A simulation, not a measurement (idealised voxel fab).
Process module under the name voxel tone inversion
It is cross-section cut that appears here, measuring 205 nm in width, its square cells being 5 nm in size.
Reading order for cross-sections: top band down to bottom band. Underlying form: a grid of square cells. Band size: one or more rows of cells. A band entry consists of two parts. The first gives the height of the band's top and the height of its bottom, in nm. The rest lists the band's materials from left to right, each with its width in nm. A single material labelled with the word "full width" fills the band from edge to edge, and the word "air" marks empty space. Basically, 0 is our baseline, since under it the wafer straight out of the box is all one material. The bottom band has no lower end and keeps on going down, so it looks like "0 nm and below". Read "30..40" as a graded width: first number on top, second number at the bottom, same change between each pair of neighbouring rows. For the purposes of this document, the phrase "nothing got changed" attached to a step denotes that no cell within the cross-section was modified by that step. The label "Sealed cavities" introduces a list of the empty spaces, 8 cells or larger, that have no open way up to the top; each entry in it reads width x height at distance, where the distance is taken from the left edge and all three are stated in nm. Text after the settings on a step's line: the simulator's own remark on that step. Among the settings permitted on a step's line is "overlay nm"; applied to a step with a mask, it specifies the extent to which the mask lay to the right of its planned position, whereas a negative figure signifies a position to the left.

### List of planned process steps
1) RECEIVE [material Si]
2) CONFORMAL_DEP [material SiCN] [thk nm 5]
3) DIRECTIONAL_DEP [material aC] [thk nm 25]
4) PATTERN [tone cover] [mask id POSTS] [material resist] [width nm 25] [pitch nm 40] [thk nm 35] [overlay nm 0]
5) DIRECTIONAL_ETCH [etch materials aC] [depth nm 25]
6) STRIP [etch materials resist]
7) FILL_DEP [material lowk] [thk nm 10]
8) CMP [height nm 30]
9) STRIP [etch materials aC]
10) CONFORMAL_DEP [material TiN] [thk nm 5]
11) FILL_DEP [material Cu] [thk nm 5]
12) CMP [height nm 30]
13) CONFORMAL_DEP [material SiN] [thk nm 5]

### Cross-section, incoming material, after step 1
- 0 nm and below  Si full width
- Sealed cavities: none

### Below is the wafer in cross-section after the module was completed. It began from the starting point shown above and followed the plan shown above, except that one mistake was made while running it
- 35 nm to 30 nm  SiN full width
- 30 nm to 10 nm  lowk 35 nm / TiN 5 nm / Cu 10 nm / TiN 5 nm / lowk 20 nm / TiN 5 nm / Cu 10 nm / TiN 5 nm / lowk 20 nm / TiN 5 nm / Cu 10 nm / TiN 5 nm / lowk 20 nm / TiN 5 nm / Cu 10 nm / TiN 5 nm / lowk 30 nm
- 10 nm to 5 nm  lowk 35 nm / TiN 20 nm / lowk 20 nm / TiN 20 nm / lowk 20 nm / TiN 20 nm / lowk 20 nm / TiN 20 nm / lowk 30 nm
- 5 nm to 0 nm  SiCN full width
- 0 nm and below  Si full width
- Sealed cavities: none
Plan not followed: planned and actual differ for step 4; actual: PATTERN [tone cover] [mask id POSTS] [material resist] [width nm 20] [pitch nm 40] [thk nm 35] [overlay nm 0]
